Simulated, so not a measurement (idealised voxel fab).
Presented below is a process module, voxel wiring stack.
Square cells of 5 nm make up the cross-section cut, whose width is 160 nm.
A cross-section is written here as square cells arranged in a grid, and it is given in bands from the top down, each band taking up one or more rows of cells. Heads up on the band format: heights come first, top then bottom, in nm. After that it's the materials left to right, each with its width in nm. A single material flagged "full width" fills the whole band edge to edge, and "air" means there's empty space there. Height 0 is the level under which the wafer as received is all one material. The lowest band goes on downwards, as in "0 -> down". Per-row width for "30 to 40": begins at first number (top row of band), ends at second number (bottom row), increment between rows held constant. "nothing was modified" after a step means that no cell of the cross-section changed. "Completely sealed voids" specifies each empty space that is not open to the top and that occupies no fewer than 8 cells, using the form width x height at distance, the distance measured from the left edge and all three quantities in nm. after a step's settings: what the simulator itself notes on the step. What "overlay nm" on a step's line means: if the step has a mask, that mask lay this far to the right of its planned place, or, when the value is negative, to the left.

# Listed below are the process steps as planned
1: RECEIVE [material Si]
2: CONFORMAL_DEP [material SiO2] [thk nm 15]
3: CONFORMAL_DEP [material SiCN] [thk nm 5]
4: DIRECTIONAL_DEP [material SiO2] [thk nm 15]
5: PATTERN [tone open] [mask id METAL_1] [material resist] [width nm 20] [pitch nm 35] [thk nm 15] [overlay nm 0]
6: DIRECTIONAL_ETCH [etch materials SiO2] [depth nm 15]
7: DIRECTIONAL_ETCH [etch materials SiCN] [depth nm 5]
8: STRIP [etch materials resist]
9: CONFORMAL_DEP [material TiN] [thk nm 5]
10: FILL_DEP [material Ru] [thk nm 5]
11: CMP [height nm 35]
12: EPI [material Ru] [thk nm 5]
13: FILL_DEP [material SiCN] [thk nm 5]
14: DIRECTIONAL_DEP [material lowk] [thk nm 30]
15: DIRECTIONAL_DEP [material aC] [thk nm 15]
16: PATTERN [tone open] [mask id METAL_2_HOLES] [material resist] [width nm 15] [pitch nm 35] [thk nm 30] [overlay nm 0]
17: DIRECTIONAL_ETCH [etch materials aC] [depth nm 15]
18: STRIP [etch materials resist]
19: DIRECTIONAL_ETCH [etch materials lowk] [depth nm 30]
20: STRIP [etch materials aC]
21: MASKED_ETCH [tone open] [mask id METAL_2] [width nm 20] [pitch nm 35] [etch materials lowk] [depth nm 20] [overlay nm 0]
22: MASKED_ETCH [tone open] [mask id METAL_2] [width nm 20] [pitch nm 35] [etch materials SiCN] [depth nm 5] [overlay nm 0]
23: CONFORMAL_DEP [material TiN] [thk nm 5]
24: FILL_DEP [material Cu] [thk nm 10]
25: CMP [height nm 75]
26: CONFORMAL_DEP [material SiN] [thk nm 5]

# Wafer cross-section on receipt, i.e. after step 1
> 0 -> down | Si full width
> Completely sealed voids: none

# Look at the cross-section after the module: the wafer started out the way shown above and the plan was the one shown above, yet one mistake was made along the way
> 80 -> 75 | SiN full width
> 75 -> 60 | lowk: 50; TiN: 5; Cu: 10; TiN: 5; lowk: 15; TiN: 5; Cu: 10; TiN: 5; lowk: 55
> 60 -> 55 | lowk: 50; TiN: 5; Cu: 5; TiN: 10; lowk: 15; TiN: 5; Cu: 5; TiN: 10; lowk: 55
> 55 -> 45 | lowk: 50; TiN: 5; Cu: 5; TiN: 5; lowk: 20; TiN: 5; Cu: 5; TiN: 5; lowk: 60
> 45 -> 40 | SiCN: 50; TiN: 15; SiCN: 20; TiN: 15; SiCN: 60
> 40 -> 35 | SiCN: 50; Ru: 25; SiCN: 10; Ru: 25; SiCN: 50
> 35 -> 20 | SiO2: 55; TiN: 5; Ru: 5; TiN: 5; SiO2: 20; TiN: 5; Ru: 5; TiN: 5; SiO2: 55
> 20 -> 15 | SiCN: 55; TiN: 15; SiCN: 20; TiN: 15; SiCN: 55
> 15 -> 0 | SiO2 full width
> 0 -> down | Si full width
> Completely sealed voids: none
What broke from the plan during processing? for step 5, the planned setting was not used; the step was instead run as PATTERN [tone open] [mask id METAL_1] [material resist] [width nm 15] [pitch nm 35] [thk nm 15] [overlay nm 0]
